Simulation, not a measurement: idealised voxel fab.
Name of the process module below: voxel double patterning
Pictured: cross-section cut, 175 nm wide, on a grid of 5 nm square cells.
Cross-section spec: square-cell grid; bands listed top down; each band is one or more rows. Top height, bottom height, nm. Materials left to right, width each, nm. Single material + "all across" = fills band edge to edge. "air" = empty. The reference from which all heights are counted is 0, the level beneath which the as-received wafer is entirely one material; the lowest band, having no lower bound, proceeds downward and is written after the example "0 and below". So if you see something like "30 to 40" for the width, read it as the top row of the band sitting at the first number and the bottom row at the second, with every row in between moving by the same amount as the last. What does "remained unchanged" mean for a step? It means no cell of the cross-section changed in that step. Voids not open to the top, 8 cells minimum: see "Entrapped voids". Written width x height at distance; distance is from the left edge; nm. That trailing text on a step's line, after the settings, is the simulator's own remark on the step. Among the settings permitted on a step's line is "overlay nm"; applied to a step with a mask, it specifies the extent to which the mask lay to the right of its planned position, whereas a negative figure signifies a position to the left.

Below is the list of planned process steps:
- 1: RECEIVE: material Si
- 2: CONFORMAL_DEP: material SiN, thk nm 10
- 3: DIRECTIONAL_DEP: material SiO2, thk nm 10
- 4: DIRECTIONAL_DEP: material SiCN, thk nm 5
- 5: DIRECTIONAL_DEP: material aC, thk nm 10
- 6: PATTERN: tone open, mask id FIRST, material resist, width nm 15, pitch nm 50, thk nm 30, overlay nm -15
- 7: DIRECTIONAL_ETCH: etch materials aC, depth nm 10
- 8: STRIP: etch materials resist
- 9: DIRECTIONAL_ETCH: etch materials SiCN, depth nm 5
- 10: STRIP: etch materials aC
- 11: MASKED_ETCH: tone open, mask id SECOND, width nm 15, etch materials SiCN, depth nm 5, overlay nm 0
- 12: DIRECTIONAL_ETCH: etch materials SiO2, depth nm 10
- 13: STRIP: etch materials SiCN
The plan's step 6 overlay nm is the first wafer's value; the wafers differ in this setting and start identical.

Cross-sectional view of the first of several wafers in the as-received condition, corresponding to the state following step 1:
0 and below = Si all across
Entrapped voids: none

For your reference, the table is organized with a row per wafer; each row reflects the wafer at the end of the module, indicating for each material the cells gained (+) or lost (-) since receipt, and thereafter its closed voids:
overlay nm -15, +70 SiN, +54 SiO2, Entrapped voids: none
overlay nm -10, +70 SiN, +52 SiO2, Entrapped voids: none
overlay nm -5, +70 SiN, +52 SiO2, Entrapped voids: none
overlay nm 0, +70 SiN, +52 SiO2, Entrapped voids: none
overlay nm 5, +70 SiN, +52 SiO2, Entrapped voids: none
overlay nm 10, +70 SiN, +52 SiO2, Entrapped voids: none
overlay nm 15, +70 SiN, +54 SiO2, Entrapped voids: none
